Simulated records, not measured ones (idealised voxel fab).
process module | voxel capacitor over wiring
cross-section cut | 295 nm wide | cells 5 nm
A cross-section is a grid of square cells, given in bands from the top down. A band is one or more rows of cells.
Each band's line starts with the height of the band's top and of its bottom, in nm. Then come its materials from left to right, each with its width in nm. One material with "throughout" fills the band from edge to edge. "air" is empty space.
Height 0 is the level under which the wafer as received is all one material. The lowest band goes on downwards, as in "0 down".
A width such as "30 to 40" changes by the same amount from each row of cells to the next, from the band's top row to its bottom row.
"no change" after a step means that no cell of the cross-section changed.
closed voids: empty space of 8 cells or more with no open way to the top, each as width x height at its distance from the left edge, in nm
after a step's settings: what the simulator itself notes on the step
overlay nm, on a step with a mask: how far to the right of its planned place the mask lay; to the left if negative
plan
1 op RECEIVE | material Si
2 op CONFORMAL_DEP | material SiO2 | thk nm 10
3 op DIRECTIONAL_DEP | material TiN | thk nm 5
4 op DIRECTIONAL_DEP | material W | thk nm 20
5 op MASKED_ETCH | tone cover | mask id METAL_1 | width nm 30 | pitch nm 100 | etch materials W | depth nm 20 | overlay nm 0
6 op MASKED_ETCH | tone cover | mask id METAL_1 | width nm 30 | pitch nm 100 | etch materials TiN | depth nm 5 | overlay nm 0
7 op FILL_DEP | material SiO2 | thk nm 5
8 op CMP | height nm 35
9 op CONFORMAL_DEP | material SiCN | thk nm 5
10 op DIRECTIONAL_DEP | material lowk | thk nm 20
11 op MASKED_ETCH | tone open | mask id PLUG_1 | width nm 15 | etch materials lowk | depth nm 20 | overlay nm 0
12 op MASKED_ETCH | tone open | mask id PLUG_1 | width nm 15 | etch materials SiCN | depth nm 5 | overlay nm 0
13 op EPI | material Ru | thk nm 10
14 op EPI | material Ru | thk nm 10
15 op EPI | material Ru | thk nm 5
16 op DIRECTIONAL_DEP | material TiN | thk nm 5
17 op DIRECTIONAL_DEP | material Al2O3 | thk nm 5
18 op DIRECTIONAL_DEP | material TiN | thk nm 5
19 op DIRECTIONAL_DEP | material aC | thk nm 15
20 op PATTERN | tone cover | mask id UPPER_PLATE | material resist | width nm 75 | thk nm 30 | overlay nm 0
21 op DIRECTIONAL_ETCH | etch materials aC | depth nm 15
22 op STRIP | etch materials resist
23 op DIRECTIONAL_ETCH | etch materials TiN | depth nm 5
24 op DIRECTIONAL_ETCH | etch materials Al2O3 | depth nm 5
25 op STRIP | etch materials aC
26 op DIRECTIONAL_DEP | material aC | thk nm 10
27 op PATTERN | tone cover | mask id LOWER_PLATE | material resist | width nm 85 | thk nm 30 | overlay nm 0
28 op DIRECTIONAL_ETCH | etch materials aC | depth nm 10
29 op STRIP | etch materials resist
30 op DIRECTIONAL_ETCH | etch materials TiN | depth nm 5
31 op STRIP | etch materials aC
32 op FILL_DEP | material SiO2 | thk nm 20
33 op CMP | height nm 90
34 op PATTERN | tone open | mask id PLUG_2 | material resist | width nm 15 | thk nm 15 | overlay nm 0
35 op DIRECTIONAL_ETCH | etch materials SiO2 | depth nm 15
36 op STRIP | etch materials resist
37 op CONFORMAL_DEP | material TiN | thk nm 5
38 op FILL_DEP | material Ru | thk nm 10
39 op CMP | height nm 90
40 op CONFORMAL_DEP | material SiCN | thk nm 5
first wafer, as planned
as received, after step 1
  0 down: Si throughout
  closed voids: none
after step 2
  10 to 0: SiO2 throughout
  below 0: unchanged
after step 3
  15 to 10: TiN throughout
  below 10: unchanged
after step 4
  35 to 15: W throughout
  below 15: unchanged
after step 5
  35 to 15: air 80 | W 30 | air 70 | W 30 | air 85
  below 15: unchanged
after step 6
  35 to 15: air 80 | W 30 | air 70 | W 30 | air 85
  15 to 10: air 80 | TiN 30 | air 70 | TiN 30 | air 85
  below 10: unchanged
after step 7
  40 to 35: SiO2 throughout
  35 to 15: SiO2 80 | W 30 | SiO2 70 | W 30 | SiO2 85
  15 to 10: SiO2 80 | TiN 30 | SiO2 70 | TiN 30 | SiO2 85
  below 10: unchanged
after step 8
  35 to 15: SiO2 80 | W 30 | SiO2 70 | W 30 | SiO2 85
  below 15: unchanged
after step 9
  40 to 35: SiCN throughout
  below 35: unchanged
after step 10
  60 to 40: lowk throughout
  below 40: unchanged
after step 11
  60 to 40: lowk 95 | air 15 | lowk 185
  below 40: unchanged
after step 12
  60 to 40: lowk 95 | air 15 | lowk 185
  40 to 35: SiCN 95 | air 15 | SiCN 185
  below 35: unchanged
after step 13
  60 to 45: lowk 95 | air 15 | lowk 185
  45 to 40: lowk 95 | Ru 15 | lowk 185
  40 to 35: SiCN 95 | Ru 15 | SiCN 185
  below 35: unchanged
after step 14
  60 to 55: lowk 95 | air 15 | lowk 185
  55 to 40: lowk 95 | Ru 15 | lowk 185
  below 40: unchanged
after step 15
  60 to 40: lowk 95 | Ru 15 | lowk 185
  below 40: unchanged
after step 16
  65 to 60: TiN throughout
  below 60: unchanged
after step 17
  70 to 65: Al2O3 throughout
  below 65: unchanged
after step 18
  75 to 70: TiN throughout
  below 70: unchanged
after step 19
  90 to 75: aC throughout
  below 75: unchanged
after step 20
  120 to 90: air 95 | resist 75 | air 125
  below 90: unchanged
after step 21
  105 to 90: air 95 | resist 75 | air 125
  90 to 75: air 95 | aC 75 | air 125
  below 75: unchanged
after step 22
  90 to 75: air 95 | aC 75 | air 125
  below 75: unchanged
after step 23
  90 to 75: air 95 | aC 75 | air 125
  75 to 70: air 95 | TiN 75 | air 125
  below 70: unchanged
after step 24
  90 to 75: air 95 | aC 75 | air 125
  75 to 70: air 95 | TiN 75 | air 125
  70 to 65: air 95 | Al2O3 75 | air 125
  below 65: unchanged
after step 25
  75 to 70: air 95 | TiN 75 | air 125
  below 70: unchanged
after step 26
  85 to 75: air 95 | aC 75 | air 125
  75 to 70: aC 95 | TiN 75 | aC 125
  70 to 65: aC 95 | Al2O3 75 | aC 125
  below 65: unchanged
after step 27
  115 to 85: air 90 | resist 85 | air 120
  85 to 75: air 90 | resist 5 | aC 75 | resist 5 | air 120
  below 75: unchanged
after step 28
  105 to 85: air 90 | resist 85 | air 120
  85 to 75: air 90 | resist 5 | aC 75 | resist 5 | air 120
  75 to 70: air 90 | aC 5 | TiN 75 | aC 5 | air 120
  70 to 65: air 90 | aC 5 | Al2O3 75 | aC 5 | air 120
  below 65: unchanged
after step 29
  85 to 75: air 95 | aC 75 | air 125
  below 75: unchanged
after step 30
  85 to 75: air 95 | aC 75 | air 125
  75 to 70: air 90 | aC 5 | TiN 75 | aC 5 | air 120
  70 to 65: air 90 | aC 5 | Al2O3 75 | aC 5 | air 120
  65 to 60: air 90 | TiN 85 | air 120
  below 60: unchanged
after step 31
  75 to 70: air 95 | TiN 75 | air 125
  70 to 65: air 95 | Al2O3 75 | air 125
  below 65: unchanged
after step 32
  95 to 75: SiO2 throughout
  75 to 70: SiO2 95 | TiN 75 | SiO2 125
  70 to 65: SiO2 95 | Al2O3 75 | SiO2 125
  65 to 60: SiO2 90 | TiN 85 | SiO2 120
  below 60: unchanged
after step 33
  90 to 75: SiO2 throughout
  below 75: unchanged
after step 34
  105 to 90: resist 105 | air 15 | resist 175
  below 90: unchanged
after step 35
  105 to 90: resist 105 | air 15 | resist 175
  90 to 75: SiO2 105 | air 15 | SiO2 175
  below 75: unchanged
after step 36
  90 to 75: SiO2 105 | air 15 | SiO2 175
  below 75: unchanged
after step 37
  95 to 90: TiN 110 | air 5 | TiN 180
  90 to 80: SiO2 105 | TiN 5 | air 5 | TiN 5 | SiO2 175
  80 to 70: SiO2 105 to 95 | TiN 15 to 75 | SiO2 175 to 125
  below 70: unchanged
after step 38
  105 to 95: Ru throughout
  95 to 90: TiN 110 | Ru 5 | TiN 180
  90 to 80: SiO2 105 | TiN 5 | Ru 5 | TiN 5 | SiO2 175
  below 80: unchanged
after step 39
  90 to 80: SiO2 105 | TiN 5 | Ru 5 | TiN 5 | SiO2 175
  below 80: unchanged
after step 40
  95 to 90: SiCN throughout
  below 90: unchanged
second wafer: like start, like plan, one mistake. Through step 38 it matches the first wafer
when step 39 should have ended: no change
when step 40 should have ended
  110 to 105: SiCN throughout
  below 105: unchanged
what went wrong: step 39 was left out
at the end the second wafer has, in cells: 119 more of Ru | 58 more of TiN
